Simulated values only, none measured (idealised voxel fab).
A process module follows: voxel wiring stack.
We display cut, a cross-section 195 nm in width whose square cells are each 5 nm.
If you're reading a cross-section in this doc, picture square cells in a grid; it comes to you as bands, top ones listed first down to the bottom, and a band can be one or more rows of cells.
Basically the band line says how high the top is and how high the bottom is, in nm, and then what's in it from left to right, every material with its width in nm. Empty space shows up as "empty", and if a single material carries "throughout" it runs the full band edge to edge.
Below 0: as-received wafer, all one material; heights counted from there. Lowest band: no bottom, goes on down, written "top 0, no bottom".
It should be noted that a width expressed as "30..40" varies in equal increments from row to row of cells within the band, taking the value of the first number at the top row and that of the second number at the bottom row.
"no alteration" (step): cross-section cells unchanged, all of them.
Entry "Enclosed cavity list". Content: empty spaces with no open connection to the top, size 8 cells or greater. Each: width x height at distance. Distance: from left edge. Unit: nm.
What comes after the settings on a step's line is commentary from the simulator itself on that step.
The optional step-line setting "overlay nm" applies to steps with a mask and quantifies how far to the right of its planned location the mask lay, a negative value indicating leftward placement.

LIST OF PLANNED PROCESS STEPS
- 1: RECEIVE: material Si
- 2: CONFORMAL_DEP: material SiO2, thk nm 10
- 3: CONFORMAL_DEP: material SiN, thk nm 5
- 4: DIRECTIONAL_DEP: material SiO2, thk nm 15
- 5: DIRECTIONAL_DEP: material aC, thk nm 15
- 6: PATTERN: tone open, mask id METAL_1, material resist, width nm 25, pitch nm 40, thk nm 35, overlay nm 0
- 7: DIRECTIONAL_ETCH: etch materials aC, depth nm 15
- 8: STRIP: etch materials resist
- 9: DIRECTIONAL_ETCH: etch materials SiO2, depth nm 15
- 10: DIRECTIONAL_ETCH: etch materials SiN, depth nm 5
- 11: STRIP: etch materials aC
- 12: CONFORMAL_DEP: material TiN, thk nm 5
- 13: FILL_DEP: material W, thk nm 10
- 14: CMP: height nm 30
- 15: EPI: material Ru, thk nm 5
- 16: FILL_DEP: material SiCN, thk nm 5
- 17: DIRECTIONAL_DEP: material lowk, thk nm 15
- 18: DIRECTIONAL_DEP: material aC, thk nm 10
- 19: PATTERN: tone open, mask id PLUG_1, material resist, width nm 15, pitch nm 40, thk nm 30, overlay nm 0
- 20: DIRECTIONAL_ETCH: etch materials aC, depth nm 10
- 21: STRIP: etch materials resist
- 22: DIRECTIONAL_ETCH: etch materials lowk, depth nm 15
- 23: DIRECTIONAL_ETCH: etch materials SiCN, depth nm 5
- 24: STRIP: etch materials aC
- 25: CONFORMAL_DEP: material TiN, thk nm 5
- 26: FILL_DEP: material W, thk nm 10
- 27: CMP: height nm 55
- 28: CONFORMAL_DEP: material SiN, thk nm 5
- 29: DIRECTIONAL_DEP: material SiO2, thk nm 20
- 30: MASKED_ETCH: tone open, mask id METAL_2, width nm 25, pitch nm 40, etch materials SiO2, depth nm 20, overlay nm 0
- 31: MASKED_ETCH: tone open, mask id METAL_2, width nm 25, pitch nm 40, etch materials SiN, depth nm 5, overlay nm 0
- 32: CONFORMAL_DEP: material TiN, thk nm 5
- 33: FILL_DEP: material Cu, thk nm 5
- 34: CMP: height nm 80
- 35: CONFORMAL_DEP: material SiCN, thk nm 5
- 36: DIRECTIONAL_DEP: material SiO2, thk nm 20
- 37: DIRECTIONAL_DEP: material aC, thk nm 15
- 38: PATTERN: tone open, mask id PLUG_2, material resist, width nm 15, pitch nm 40, thk nm 30, overlay nm 0
- 39: DIRECTIONAL_ETCH: etch materials aC, depth nm 15
- 40: STRIP: etch materials resist
- 41: DIRECTIONAL_ETCH: etch materials SiO2, depth nm 20
- 42: DIRECTIONAL_ETCH: etch materials SiCN, depth nm 5
- 43: STRIP: etch materials aC
- 44: CONFORMAL_DEP: material TiN, thk nm 5
- 45: FILL_DEP: material W, thk nm 10
- 46: CMP: height nm 105
- 47: DIRECTIONAL_DEP: material TiN, thk nm 5
- 48: DIRECTIONAL_DEP: material W, thk nm 25
- 49: PATTERN: tone cover, mask id METAL_3, material resist, width nm 25, pitch nm 40, thk nm 20, overlay nm 0
- 50: DIRECTIONAL_ETCH: etch materials W, depth nm 25
- 51: DIRECTIONAL_ETCH: etch materials TiN, depth nm 5
- 52: STRIP: etch materials resist
- 53: FILL_DEP: material lowk, thk nm 5
- 54: CMP: height nm 135
- 55: CONFORMAL_DEP: material SiN, thk nm 5

WAFER AT RECEIPT (POST STEP 1), CROSS-SECTION
- top 0, no bottom  Si throughout
- Enclosed cavity list: none

SECTIONED VIEW, FIRST OF TWO WAFERS, AT THE CLOSE OF THE MODULE, PROCESSED AS INTENDED IN THE PLAN
- top 140, bottom 135  SiN throughout
- top 135, bottom 110  45 of lowk | 25 of W | 15 of lowk | 25 of W | 15 of lowk | 25 of W | 45 of lowk
- top 110, bottom 105  45 of lowk | 25 of TiN | 15 of lowk | 25 of TiN | 15 of lowk | 25 of TiN | 45 of lowk
- top 105, bottom 85  45 of SiO2 | 5 of TiN | 5 of W | 5 of TiN | 25 of SiO2 | 5 of TiN | 5 of W | 5 of TiN | 25 of SiO2 | 5 of TiN | 5 of W | 5 of TiN | 55 of SiO2
- top 85, bottom 80  45 of SiCN | 15 of TiN | 25 of SiCN | 15 of TiN | 25 of SiCN | 15 of TiN | 55 of SiCN
- top 80, bottom 60  45 of SiO2 | 5 of TiN | 15 of Cu | 5 of TiN | 15 of SiO2 | 5 of TiN | 15 of Cu | 5 of TiN | 15 of SiO2 | 5 of TiN | 15 of Cu | 5 of TiN | 45 of SiO2
- top 60, bottom 55  45 of SiN | 25 of TiN | 15 of SiN | 25 of TiN | 15 of SiN | 25 of TiN | 45 of SiN
- top 55, bottom 40  45 of lowk | 5 of TiN | 5 of W | 5 of TiN | 25 of lowk | 5 of TiN | 5 of W | 5 of TiN | 25 of lowk | 5 of TiN | 5 of W | 5 of TiN | 55 of lowk
- top 40, bottom 35  45 of SiCN | 15 of TiN | 25 of SiCN | 15 of TiN | 25 of SiCN | 15 of TiN | 55 of SiCN
- top 35, bottom 30  40 of SiCN | 35 of Ru | 5 of SiCN | 35 of Ru | 5 of SiCN | 35 of Ru | 40 of SiCN
- top 30, bottom 15  45 of SiO2 | 5 of TiN | 15 of W | 5 of TiN | 15 of SiO2 | 5 of TiN | 15 of W | 5 of TiN | 15 of SiO2 | 5 of TiN | 15 of W | 5 of TiN | 45 of SiO2
- top 15, bottom 10  45 of SiN | 25 of TiN | 15 of SiN | 25 of TiN | 15 of SiN | 25 of TiN | 45 of SiN
- top 10, bottom 0  SiO2 throughout
- top 0, no bottom  Si throughout
- Enclosed cavity list: none

WAFER TWO (OF TWO), END-OF-MODULE CROSS-SECTION: START = WAFER ONE, PLAN = WAFER ONE, ONE RUN MISTAKE
- top 140, bottom 135  SiN throughout
- top 135, bottom 110  45 of lowk | 25 of W | 15 of lowk | 25 of W | 15 of lowk | 25 of W | 45 of lowk
- top 110, bottom 105  45 of lowk | 25 of TiN | 15 of lowk | 25 of TiN | 15 of lowk | 25 of TiN | 45 of lowk
- top 105, bottom 85  45 of SiO2 | 5 of TiN | 5 of W | 5 of TiN | 25 of SiO2 | 5 of TiN | 5 of W | 5 of TiN | 25 of SiO2 | 5 of TiN | 5 of W | 5 of TiN | 55 of SiO2
- top 85, bottom 80  45 of SiCN | 15 of TiN | 25 of SiCN | 15 of TiN | 25 of SiCN | 15 of TiN | 55 of SiCN
- top 80, bottom 75  45 of SiO2 | 5 of TiN | 15 of Cu | 5 of TiN | 15 of SiO2 | 5 of TiN | 15 of Cu | 5 of TiN | 15 of SiO2 | 5 of TiN | 15 of Cu | 5 of TiN | 45 of SiO2
- top 75, bottom 70  45 of SiN | 25 of TiN | 15 of SiN | 25 of TiN | 15 of SiN | 25 of TiN | 45 of SiN
- top 70, bottom 60  W throughout
- top 60, bottom 55  50 of TiN | 5 of W | 35 of TiN | 5 of W | 35 of TiN | 5 of W | 60 of TiN
- top 55, bottom 40  45 of lowk | 5 of TiN | 5 of W | 5 of TiN | 25 of lowk | 5 of TiN | 5 of W | 5 of TiN | 25 of lowk | 5 of TiN | 5 of W | 5 of TiN | 55 of lowk
- top 40, bottom 35  45 of SiCN | 15 of TiN | 25 of SiCN | 15 of TiN | 25 of SiCN | 15 of TiN | 55 of SiCN
- top 35, bottom 30  40 of SiCN | 35 of Ru | 5 of SiCN | 35 of Ru | 5 of SiCN | 35 of Ru | 40 of SiCN
- top 30, bottom 15  45 of SiO2 | 5 of TiN | 15 of W | 5 of TiN | 15 of SiO2 | 5 of TiN | 15 of W | 5 of TiN | 15 of SiO2 | 5 of TiN | 15 of W | 5 of TiN | 45 of SiO2
- top 15, bottom 10  45 of SiN | 25 of TiN | 15 of SiN | 25 of TiN | 15 of SiN | 25 of TiN | 45 of SiN
- top 10, bottom 0  SiO2 throughout
- top 0, no bottom  Si throughout
- Enclosed cavity list: none
It is concluded that the wafer was processed incorrectly with respect to the plan, in that step 27 of the plan: omitted, not performed
Looking at both finished wafers in cells, the second ends up ahead of or behind the first on some materials: Cu: 27 fewer | SiO2: 72 fewer | TiN: 18 more | W: 81 more
